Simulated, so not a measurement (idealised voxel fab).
This is a process module. Its name is voxel transistor to metal.
Section cut is 195 nm wide and gridded with 5 nm square cells.
Notation: cross-section as square-cell grid; stated in bands, top first, going down; one or more cell rows per band.
Heights first: top, then bottom, in nm. Then materials, left to right, each with a width in nm. "throughout" on a single material: fills the band edge to edge. "air": empty space.
Beneath 0, the wafer as received is one material, and that level is where height counting begins. The lowest band goes on downward without a bottom; it is written like "0 -> down".
Top row gets the first number, bottom row gets the second, and each row in between changes by the same step: that is how a band width like "30..40" works.
No cell of the cross-section changed in a step that is given as "changes: none".
Closed-off voids of 8+ cells (no open route to the top) go in "Non-vented voids", written width x height at distance from the left edge, in nm.
What comes after the settings on a step's line is commentary from the simulator itself on that step.
overlay nm: mask right of planned place by this much (step with mask). Neg. = left.
[Set out below are the planned steps of the process]
1: RECEIVE with material Si
2: OXIDIZE with depth nm 5
3: CONFORMAL_DEP with material SiN, thk nm 15
4: MASKED_ETCH with tone cover, mask id ACTIVE, width nm 105, etch materials SiN, depth nm 15, overlay nm 0
5: MASKED_ETCH with tone cover, mask id ACTIVE, width nm 105, etch materials SiO2, depth nm 5, overlay nm 0
6: MASKED_ETCH with tone cover, mask id ACTIVE, width nm 105, etch materials Si, depth nm 20, overlay nm 0
7: FILL_DEP with material SiO2, thk nm 5
8: CMP with height nm 15
9: SELECTIVE_ETCH with etch materials SiO2, depth nm 5
10: STRIP with etch materials SiN
11: SELECTIVE_ETCH with etch materials SiO2, depth nm 5
12: OXIDIZE with depth nm 5
13: DIRECTIONAL_DEP with material polySi, thk nm 25
14: DIRECTIONAL_DEP with material SiCN, thk nm 10
15: DIRECTIONAL_DEP with material aC, thk nm 15
16: PATTERN with tone cover, mask id GATE, material resist, width nm 35, thk nm 30, overlay nm 0
17: DIRECTIONAL_ETCH with etch materials aC, depth nm 15
18: STRIP with etch materials resist
19: DIRECTIONAL_ETCH with etch materials SiCN, depth nm 20
20: DIRECTIONAL_ETCH with etch materials polySi, depth nm 35
21: STRIP with etch materials aC
22: CONFORMAL_DEP with material SiN, thk nm 5
23: DIRECTIONAL_ETCH with etch materials SiN, depth nm 5
24: DIRECTIONAL_ETCH with etch materials SiO2, depth nm 5
25: DIRECTIONAL_ETCH with etch materials Si, depth nm 5
26: EPI with material pSi, thk nm 5
27: FILL_DEP with material SiO2, thk nm 5
28: CMP with height nm 20
29: STRIP with etch materials polySi
30: SELECTIVE_ETCH with etch materials SiO2, depth nm 5
31: CONFORMAL_DEP with material HfO2, thk nm 5
32: CONFORMAL_DEP with material TiN, thk nm 5
33: FILL_DEP with material W, thk nm 5
34: CMP with height nm 15
35: DIRECTIONAL_DEP with material SiO2, thk nm 10
36: PATTERN with tone open, mask id CONTACT, material resist, width nm 15, pitch nm 80, thk nm 20, overlay nm 0
37: DIRECTIONAL_ETCH with etch materials SiO2, depth nm 35
38: STRIP with etch materials resist
39: CONFORMAL_DEP with material TiN, thk nm 5
40: FILL_DEP with material Ru, thk nm 10
41: CMP with height nm 25
42: DIRECTIONAL_DEP with material TiN, thk nm 5
43: DIRECTIONAL_DEP with material Ru, thk nm 25
44: MASKED_ETCH with tone cover, mask id METAL_1, width nm 15, pitch nm 80, etch materials Ru, depth nm 25, overlay nm 0
45: MASKED_ETCH with tone cover, mask id METAL_1, width nm 15, pitch nm 80, etch materials TiN, depth nm 5, overlay nm 0
46: FILL_DEP with material SiO2, thk nm 5
47: CMP with height nm 55
48: CONFORMAL_DEP with material SiN, thk nm 5
[first wafer, as planned]
[as received, after step 1]
0 -> down = Si throughout
Non-vented voids: none
[Wafer section view after processing step 2]
0 -> -5 = SiO2 throughout
No changes below -5.
[Wafer section view after processing step 3]
15 -> 0 = SiN throughout
No changes below 0.
[Wafer section view after processing step 4]
15 -> 0 = 45 nm air, then 105 nm SiN, then 45 nm air
No changes below 0.
[Wafer section view after processing step 5]
15 -> 0 = 45 nm air, then 105 nm SiN, then 45 nm air
0 -> -5 = 45 nm air, then 105 nm SiO2, then 45 nm air
No changes below -5.
[Wafer section view after processing step 6]
15 -> 0 = 45 nm air, then 105 nm SiN, then 45 nm air
0 -> -5 = 45 nm air, then 105 nm SiO2, then 45 nm air
-5 -> -25 = 45 nm air, then 105 nm Si, then 45 nm air
No changes below -25.
[Wafer section view after processing step 7]
20 -> 15 = SiO2 throughout
15 -> 0 = 45 nm SiO2, then 105 nm SiN, then 45 nm SiO2
0 -> -5 = SiO2 throughout
-5 -> -25 = 45 nm SiO2, then 105 nm Si, then 45 nm SiO2
No changes below -25.
[Wafer section view after processing step 8]
15 -> 0 = 45 nm SiO2, then 105 nm SiN, then 45 nm SiO2
No changes below 0.
[Wafer section view after processing step 9]
15 -> 10 = 45 nm air, then 105 nm SiN, then 45 nm air
No changes below 10.
[Wafer section view after processing step 10]
10 -> 0 = 45 nm SiO2, then 105 nm air, then 45 nm SiO2
No changes below 0.
[Wafer section view after processing step 11]
5 -> -5 = 40 nm SiO2, then 115 nm air, then 40 nm SiO2
No changes below -5.
[Wafer section view after processing step 12]
5 -> -5 = 40 nm SiO2, then 115 nm air, then 40 nm SiO2
-5 -> -10 = SiO2 throughout
No changes below -10.
[Wafer section view after processing step 13]
30 -> 20 = 40 nm polySi, then 115 nm air, then 40 nm polySi
20 -> 5 = polySi throughout
5 -> -5 = 40 nm SiO2, then 115 nm polySi, then 40 nm SiO2
No changes below -5.
[Wafer section view after processing step 14]
40 -> 30 = 40 nm SiCN, then 115 nm air, then 40 nm SiCN
30 -> 20 = 40 nm polySi, then 115 nm SiCN, then 40 nm polySi
No changes below 20.
[Wafer section view after processing step 15]
55 -> 45 = 40 nm aC, then 115 nm air, then 40 nm aC
45 -> 40 = aC throughout
40 -> 30 = 40 nm SiCN, then 115 nm aC, then 40 nm SiCN
No changes below 30.
[Wafer section view after processing step 16]
85 -> 55 = 80 nm air, then 35 nm resist, then 80 nm air
55 -> 45 = 40 nm aC, then 40 nm air, then 35 nm resist, then 40 nm air, then 40 nm aC
No changes below 45.
[Wafer section view after processing step 17]
70 -> 45 = 80 nm air, then 35 nm resist, then 80 nm air
45 -> 40 = 80 nm air, then 35 nm aC, then 80 nm air
40 -> 30 = 40 nm SiCN, then 40 nm air, then 35 nm aC, then 40 nm air, then 40 nm SiCN
No changes below 30.
[Wafer section view after processing step 18]
45 -> 40 = 80 nm air, then 35 nm aC, then 80 nm air
No changes below 40.
[Wafer section view after processing step 19]
45 -> 30 = 80 nm air, then 35 nm aC, then 80 nm air
30 -> 20 = 40 nm polySi, then 40 nm air, then 35 nm SiCN, then 40 nm air, then 40 nm polySi
No changes below 20.
[Wafer section view after processing step 20]
45 -> 30 = 80 nm air, then 35 nm aC, then 80 nm air
30 -> 20 = 80 nm air, then 35 nm SiCN, then 80 nm air
20 -> 5 = 80 nm air, then 35 nm polySi, then 80 nm air
5 -> -5 = 40 nm SiO2, then 40 nm air, then 35 nm polySi, then 40 nm air, then 40 nm SiO2
No changes below -5.
[Wafer section view after processing step 21]
30 -> 20 = 80 nm air, then 35 nm SiCN, then 80 nm air
No changes below 20.
[Wafer section view after processing step 22]
35 -> 30 = 75 nm air, then 45 nm SiN, then 75 nm air
30 -> 20 = 75 nm air, then 5 nm SiN, then 35 nm SiCN, then 5 nm SiN, then 75 nm air
20 -> 10 = 75 nm air, then 5 nm SiN, then 35 nm polySi, then 5 nm SiN, then 75 nm air
10 -> 5 = 45 nm SiN, then 30 nm air, then 5 nm SiN, then 35 nm polySi, then 5 nm SiN, then 30 nm air, then 45 nm SiN
5 -> 0 = 40 nm SiO2, then 5 nm SiN, then 30 nm air, then 5 nm SiN, then 35 nm polySi, then 5 nm SiN, then 30 nm air, then 5 nm SiN, then 40 nm SiO2
0 -> -5 = 40 nm SiO2, then 40 nm SiN, then 35 nm polySi, then 40 nm SiN, then 40 nm SiO2
No changes below -5.
[Wafer section view after processing step 23]
30 -> 20 = 75 nm air, then 5 nm SiN, then 35 nm SiCN, then 5 nm SiN, then 75 nm air
20 -> 5 = 75 nm air, then 5 nm SiN, then 35 nm polySi, then 5 nm SiN, then 75 nm air
5 -> -5 = 40 nm SiO2, then 5 nm SiN, then 30 nm air, then 5 nm SiN, then 35 nm polySi, then 5 nm SiN, then 30 nm air, then 5 nm SiN, then 40 nm SiO2
No changes below -5.
[Wafer section view after processing step 24]
30 -> 20 = 75 nm air, then 5 nm SiN, then 35 nm SiCN, then 5 nm SiN, then 75 nm air
20 -> 5 = 75 nm air, then 5 nm SiN, then 35 nm polySi, then 5 nm SiN, then 75 nm air
5 -> 0 = 40 nm air, then 5 nm SiN, then 30 nm air, then 5 nm SiN, then 35 nm polySi, then 5 nm SiN, then 30 nm air, then 5 nm SiN, then 40 nm air
0 -> -5 = 40 nm SiO2, then 5 nm SiN, then 30 nm air, then 5 nm SiN, then 35 nm polySi, then 5 nm SiN, then 30 nm air, then 5 nm SiN, then 40 nm SiO2
-5 -> -10 = 45 nm SiO2, then 30 nm air, then 45 nm SiO2, then 30 nm air, then 45 nm SiO2
No changes below -10.
[Wafer section view after processing step 25]
30 -> 20 = 75 nm air, then 5 nm SiN, then 35 nm SiCN, then 5 nm SiN, then 75 nm air
20 -> 5 = 75 nm air, then 5 nm SiN, then 35 nm polySi, then 5 nm SiN, then 75 nm air
5 -> 0 = 40 nm air, then 5 nm SiN, then 30 nm air, then 5 nm SiN, then 35 nm polySi, then 5 nm SiN, then 30 nm air, then 5 nm SiN, then 40 nm air
0 -> -5 = 40 nm SiO2, then 5 nm SiN, then 30 nm air, then 5 nm SiN, then 35 nm polySi, then 5 nm SiN, then 30 nm air, then 5 nm SiN, then 40 nm SiO2
-5 -> -10 = 45 nm SiO2, then 30 nm air, then 45 nm SiO2, then 30 nm air, then 45 nm SiO2
-10 -> -15 = 45 nm SiO2, then 30 nm air, then 45 nm Si, then 30 nm air, then 45 nm SiO2
No changes below -15.
[Wafer section view after processing step 26]
30 -> 20 = 75 nm air, then 5 nm SiN, then 35 nm SiCN, then 5 nm SiN, then 75 nm air
20 -> 5 = 75 nm air, then 5 nm SiN, then 35 nm polySi, then 5 nm SiN, then 75 nm air
5 -> 0 = 40 nm air, then 5 nm SiN, then 30 nm air, then 5 nm SiN, then 35 nm polySi, then 5 nm SiN, then 30 nm air, then 5 nm SiN, then 40 nm air
0 -> -5 = 40 nm SiO2, then 5 nm SiN, then 30 nm air, then 5 nm SiN, then 35 nm polySi, then 5 nm SiN, then 30 nm air, then 5 nm SiN, then 40 nm SiO2
-5 -> -10 = 45 nm SiO2, then 25 nm air, then 5 nm pSi, then 45 nm SiO2, then 5 nm pSi, then 25 nm air, then 45 nm SiO2
-10 -> -15 = 45 nm SiO2, then 30 nm pSi, then 45 nm Si, then 30 nm pSi, then 45 nm SiO2
No changes below -15.
[Wafer section view after processing step 27]
35 -> 30 = SiO2 throughout
30 -> 20 = 75 nm SiO2, then 5 nm SiN, then 35 nm SiCN, then 5 nm SiN, then 75 nm SiO2
20 -> 5 = 75 nm SiO2, then 5 nm SiN, then 35 nm polySi, then 5 nm SiN, then 75 nm SiO2
5 -> -5 = 40 nm SiO2, then 5 nm SiN, then 30 nm SiO2, then 5 nm SiN, then 35 nm polySi, then 5 nm SiN, then 30 nm SiO2, then 5 nm SiN, then 40 nm SiO2
-5 -> -10 = 70 nm SiO2, then 5 nm pSi, then 45 nm SiO2, then 5 nm pSi, then 70 nm SiO2
No changes below -10.
[Wafer section view after processing step 28]
20 -> 5 = 75 nm SiO2, then 5 nm SiN, then 35 nm polySi, then 5 nm SiN, then 75 nm SiO2
No changes below 5.
[Wafer section view after processing step 29]
20 -> 5 = 75 nm SiO2, then 5 nm SiN, then 35 nm air, then 5 nm SiN, then 75 nm SiO2
5 -> -5 = 40 nm SiO2, then 5 nm SiN, then 30 nm SiO2, then 5 nm SiN, then 35 nm air, then 5 nm SiN, then 30 nm SiO2, then 5 nm SiN, then 40 nm SiO2
No changes below -5.
[Wafer section view after processing step 30]
20 -> 15 = 75 nm air, then 5 nm SiN, then 35 nm air, then 5 nm SiN, then 75 nm air
15 -> 5 = 75 nm SiO2, then 5 nm SiN, then 35 nm air, then 5 nm SiN, then 75 nm SiO2
5 -> -5 = 40 nm SiO2, then 5 nm SiN, then 30 nm SiO2, then 5 nm SiN, then 35 nm air, then 5 nm SiN, then 30 nm SiO2, then 5 nm SiN, then 40 nm SiO2
-5 -> -10 = 70 nm SiO2, then 5 nm pSi, then 45 nm air, then 5 nm pSi, then 70 nm SiO2
No changes below -10.
[Wafer section view after processing step 31]
25 -> 20 = 70 nm air, then 15 nm HfO2, then 25 nm air, then 15 nm HfO2, then 70 nm air
20 -> 15 = 75 nm HfO2, then 5 nm SiN, then 5 nm HfO2, then 25 nm air, then 5 nm HfO2, then 5 nm SiN, then 75 nm HfO2
15 -> 5 = 75 nm SiO2, then 5 nm SiN, then 5 nm HfO2, then 25 nm air, then 5 nm HfO2, then 5 nm SiN, then 75 nm SiO2
5 -> -5 = 40 nm SiO2, then 5 nm SiN, then 30 nm SiO2, then 5 nm SiN, then 5 nm HfO2, then 25 nm air, then 5 nm HfO2, then 5 nm SiN, then 30 nm SiO2, then 5 nm SiN, then 40 nm SiO2
-5 -> -10 = 70 nm SiO2, then 5 nm pSi, then 45 nm HfO2, then 5 nm pSi, then 70 nm SiO2
No changes below -10.
[Wafer section view after processing step 32]
30 -> 25 = 65 nm air, then 25 nm TiN, then 15 nm air, then 25 nm TiN, then 65 nm air
25 -> 20 = 70 nm TiN, then 15 nm HfO2, then 5 nm TiN, then 15 nm air, then 5 nm TiN, then 15 nm HfO2, then 70 nm TiN
20 -> 15 = 75 nm HfO2, then 5 nm SiN, then 5 nm HfO2, then 5 nm TiN, then 15 nm air, then 5 nm TiN, then 5 nm HfO2, then 5 nm SiN, then 75 nm HfO2
15 -> 5 = 75 nm SiO2, then 5 nm SiN, then 5 nm HfO2, then 5 nm TiN, then 15 nm air, then 5 nm TiN, then 5 nm HfO2, then 5 nm SiN, then 75 nm SiO2
5 -> 0 = 40 nm SiO2, then 5 nm SiN, then 30 nm SiO2, then 5 nm SiN, then 5 nm HfO2, then 5 nm TiN, then 15 nm air, then 5 nm TiN, then 5 nm HfO2, then 5 nm SiN, then 30 nm SiO2, then 5 nm SiN, then 40 nm SiO2
0 -> -5 = 40 nm SiO2, then 5 nm SiN, then 30 nm SiO2, then 5 nm SiN, then 5 nm HfO2, then 25 nm TiN, then 5 nm HfO2, then 5 nm SiN, then 30 nm SiO2, then 5 nm SiN, then 40 nm SiO2
No changes below -5.
[Wafer section view after processing step 33]
35 -> 30 = W throughout
30 -> 25 = 65 nm W, then 25 nm TiN, then 15 nm W, then 25 nm TiN, then 65 nm W
25 -> 20 = 70 nm TiN, then 15 nm HfO2, then 5 nm TiN, then 15 nm W, then 5 nm TiN, then 15 nm HfO2, then 70 nm TiN
20 -> 15 = 75 nm HfO2, then 5 nm SiN, then 5 nm HfO2, then 5 nm TiN, then 15 nm W, then 5 nm TiN, then 5 nm HfO2, then 5 nm SiN, then 75 nm HfO2
15 -> 5 = 75 nm SiO2, then 5 nm SiN, then 5 nm HfO2, then 5 nm TiN, then 15 nm W, then 5 nm TiN, then 5 nm HfO2, then 5 nm SiN, then 75 nm SiO2
5 -> 0 = 40 nm SiO2, then 5 nm SiN, then 30 nm SiO2, then 5 nm SiN, then 5 nm HfO2, then 5 nm TiN, then 15 nm W, then 5 nm TiN, then 5 nm HfO2, then 5 nm SiN, then 30 nm SiO2, then 5 nm SiN, then 40 nm SiO2
No changes below 0.
[Wafer section view after processing step 34]
15 -> 5 = 75 nm SiO2, then 5 nm SiN, then 5 nm HfO2, then 5 nm TiN, then 15 nm W, then 5 nm TiN, then 5 nm HfO2, then 5 nm SiN, then 75 nm SiO2
No changes below 5.
[Wafer section view after processing step 35]
25 -> 15 = SiO2 throughout
No changes below 15.
[Wafer section view after processing step 36]
45 -> 25 = 50 nm resist, then 15 nm air, then 65 nm resist, then 15 nm air, then 50 nm resist
No changes below 25.
[Wafer section view after processing step 37]
45 -> 25 = 50 nm resist, then 15 nm air, then 65 nm resist, then 15 nm air, then 50 nm resist
25 -> 15 = 50 nm SiO2, then 15 nm air, then 65 nm SiO2, then 15 nm air, then 50 nm SiO2
15 -> 5 = 50 nm SiO2, then 15 nm air, then 10 nm SiO2, then 5 nm SiN, then 5 nm HfO2, then 5 nm TiN, then 15 nm W, then 5 nm TiN, then 5 nm HfO2, then 5 nm SiN, then 10 nm SiO2, then 15 nm air, then 50 nm SiO2
5 -> 0 = 40 nm SiO2, then 5 nm SiN, then 5 nm SiO2, then 15 nm air, then 10 nm SiO2, then 5 nm SiN, then 5 nm HfO2, then 5 nm TiN, then 15 nm W, then 5 nm TiN, then 5 nm HfO2, then 5 nm SiN, then 10 nm SiO2, then 15 nm air, then 5 nm SiO2, then 5 nm SiN, then 40 nm SiO2
0 -> -5 = 40 nm SiO2, then 5 nm SiN, then 5 nm SiO2, then 15 nm air, then 10 nm SiO2, then 5 nm SiN, then 5 nm HfO2, then 25 nm TiN, then 5 nm HfO2, then 5 nm SiN, then 10 nm SiO2, then 15 nm air, then 5 nm SiO2, then 5 nm SiN, then 40 nm SiO2
-5 -> -10 = 50 nm SiO2, then 15 nm air, then 5 nm SiO2, then 5 nm pSi, then 45 nm HfO2, then 5 nm pSi, then 5 nm SiO2, then 15 nm air, then 50 nm SiO2
No changes below -10.
[Wafer section view after processing step 38]
25 -> 15 = 50 nm SiO2, then 15 nm air, then 65 nm SiO2, then 15 nm air, then 50 nm SiO2
No changes below 15.
[Wafer section view after processing step 39]
30 -> 25 = 55 nm TiN, then 5 nm air, then 75 nm TiN, then 5 nm air, then 55 nm TiN
25 -> 15 = 50 nm SiO2, then 5 nm TiN, then 5 nm air, then 5 nm TiN, then 65 nm SiO2, then 5 nm TiN, then 5 nm air, then 5 nm TiN, then 50 nm SiO2
15 -> 5 = 50 nm SiO2, then 5 nm TiN, then 5 nm air, then 5 nm TiN, then 10 nm SiO2, then 5 nm SiN, then 5 nm HfO2, then 5 nm TiN, then 15 nm W, then 5 nm TiN, then 5 nm HfO2, then 5 nm SiN, then 10 nm SiO2, then 5 nm TiN, then 5 nm air, then 5 nm TiN, then 50 nm SiO2
5 -> 0 = 40 nm SiO2, then 5 nm SiN, then 5 nm SiO2, then 5 nm TiN, then 5 nm air, then 5 nm TiN, then 10 nm SiO2, then 5 nm SiN, then 5 nm HfO2, then 5 nm TiN, then 15 nm W, then 5 nm TiN, then 5 nm HfO2, then 5 nm SiN, then 10 nm SiO2, then 5 nm TiN, then 5 nm air, then 5 nm TiN, then 5 nm SiO2, then 5 nm SiN, then 40 nm SiO2
0 -> -5 = 40 nm SiO2, then 5 nm SiN, then 5 nm SiO2, then 5 nm TiN, then 5 nm air, then 5 nm TiN, then 10 nm SiO2, then 5 nm SiN, then 5 nm HfO2, then 25 nm TiN, then 5 nm HfO2, then 5 nm SiN, then 10 nm SiO2, then 5 nm TiN, then 5 nm air, then 5 nm TiN, then 5 nm SiO2, then 5 nm SiN, then 40 nm SiO2
-5 -> -10 = 50 nm SiO2, then 15 nm TiN, then 5 nm SiO2, then 5 nm pSi, then 45 nm HfO2, then 5 nm pSi, then 5 nm SiO2, then 15 nm TiN, then 50 nm SiO2
No changes below -10.
[Wafer section view after processing step 40]
40 -> 30 = Ru throughout
30 -> 25 = 55 nm TiN, then 5 nm Ru, then 75 nm TiN, then 5 nm Ru, then 55 nm TiN
25 -> 15 = 50 nm SiO2, then 5 nm TiN, then 5 nm Ru, then 5 nm TiN, then 65 nm SiO2, then 5 nm TiN, then 5 nm Ru, then 5 nm TiN, then 50 nm SiO2
15 -> 5 = 50 nm SiO2, then 5 nm TiN, then 5 nm Ru, then 5 nm TiN, then 10 nm SiO2, then 5 nm SiN, then 5 nm HfO2, then 5 nm TiN, then 15 nm W, then 5 nm TiN, then 5 nm HfO2, then 5 nm SiN, then 10 nm SiO2, then 5 nm TiN, then 5 nm Ru, then 5 nm TiN, then 50 nm SiO2
5 -> 0 = 40 nm SiO2, then 5 nm SiN, then 5 nm SiO2, then 5 nm TiN, then 5 nm Ru, then 5 nm TiN, then 10 nm SiO2, then 5 nm SiN, then 5 nm HfO2, then 5 nm TiN, then 15 nm W, then 5 nm TiN, then 5 nm HfO2, then 5 nm SiN, then 10 nm SiO2, then 5 nm TiN, then 5 nm Ru, then 5 nm TiN, then 5 nm SiO2, then 5 nm SiN, then 40 nm SiO2
0 -> -5 = 40 nm SiO2, then 5 nm SiN, then 5 nm SiO2, then 5 nm TiN, then 5 nm Ru, then 5 nm TiN, then 10 nm SiO2, then 5 nm SiN, then 5 nm HfO2, then 25 nm TiN, then 5 nm HfO2, then 5 nm SiN, then 10 nm SiO2, then 5 nm TiN, then 5 nm Ru, then 5 nm TiN, then 5 nm SiO2, then 5 nm SiN, then 40 nm SiO2
No changes below -5.
[Wafer section view after processing step 41]
25 -> 15 = 50 nm SiO2, then 5 nm TiN, then 5 nm Ru, then 5 nm TiN, then 65 nm SiO2, then 5 nm TiN, then 5 nm Ru, then 5 nm TiN, then 50 nm SiO2
No changes below 15.
[Wafer section view after processing step 42]
30 -> 25 = TiN throughout
No changes below 25.
[Wafer section view after processing step 43]
55 -> 30 = Ru throughout
No changes below 30.
[Wafer section view after processing step 44]
55 -> 30 = 50 nm air, then 15 nm Ru, then 65 nm air, then 15 nm Ru, then 50 nm air
No changes below 30.
[Wafer section view after processing step 45]
55 -> 30 = 50 nm air, then 15 nm Ru, then 65 nm air, then 15 nm Ru, then 50 nm air
30 -> 25 = 50 nm air, then 15 nm TiN, then 65 nm air, then 15 nm TiN, then 50 nm air
No changes below 25.
[Wafer section view after processing step 46]
60 -> 55 = SiO2 throughout
55 -> 30 = 50 nm SiO2, then 15 nm Ru, then 65 nm SiO2, then 15 nm Ru, then 50 nm SiO2
30 -> 25 = 50 nm SiO2, then 15 nm TiN, then 65 nm SiO2, then 15 nm TiN, then 50 nm SiO2
No changes below 25.
[Wafer section view after processing step 47]
55 -> 30 = 50 nm SiO2, then 15 nm Ru, then 65 nm SiO2, then 15 nm Ru, then 50 nm SiO2
No changes below 30.
[Wafer section view after processing step 48]
60 -> 55 = SiN throughout
No changes below 55.
[Wafer two: like wafer one in start and plan, but with one mistake in execution; identical up to and including step 42]
[Second wafer cross-section, taken as of the time the plan sets for step 43 to be done]
50 -> 30 = Ru throughout
No changes below 30.
[Second wafer cross-section, taken as of the time the plan sets for step 44 to be done]
50 -> 30 = 50 nm air, then 15 nm Ru, then 65 nm air, then 15 nm Ru, then 50 nm air
No changes below 30.
[Second wafer cross-section, taken as of the time the plan sets for step 45 to be done]
50 -> 30 = 50 nm air, then 15 nm Ru, then 65 nm air, then 15 nm Ru, then 50 nm air
30 -> 25 = 50 nm air, then 15 nm TiN, then 65 nm air, then 15 nm TiN, then 50 nm air
No changes below 25.
[Second wafer cross-section, taken as of the time the plan sets for step 46 to be done]
55 -> 50 = SiO2 throughout
50 -> 30 = 50 nm SiO2, then 15 nm Ru, then 65 nm SiO2, then 15 nm Ru, then 50 nm SiO2
30 -> 25 = 50 nm SiO2, then 15 nm TiN, then 65 nm SiO2, then 15 nm TiN, then 50 nm SiO2
No changes below 25.
Second wafer cross-section, taken as of the time the plan sets for step 47 to be done: changes: none
[Second wafer cross-section, taken as of the time the plan sets for step 48 to be done]
60 -> 55 = SiN throughout
No changes below 55.
What was the processing mistake? note that step 43 departed from the planned setting and was carried out as DIRECTIONAL_DEP with material Ru, thk nm 20
Final cells, second wafer relative to first, materials higher or lower: Ru: 6 fewer, SiO2: 6 more
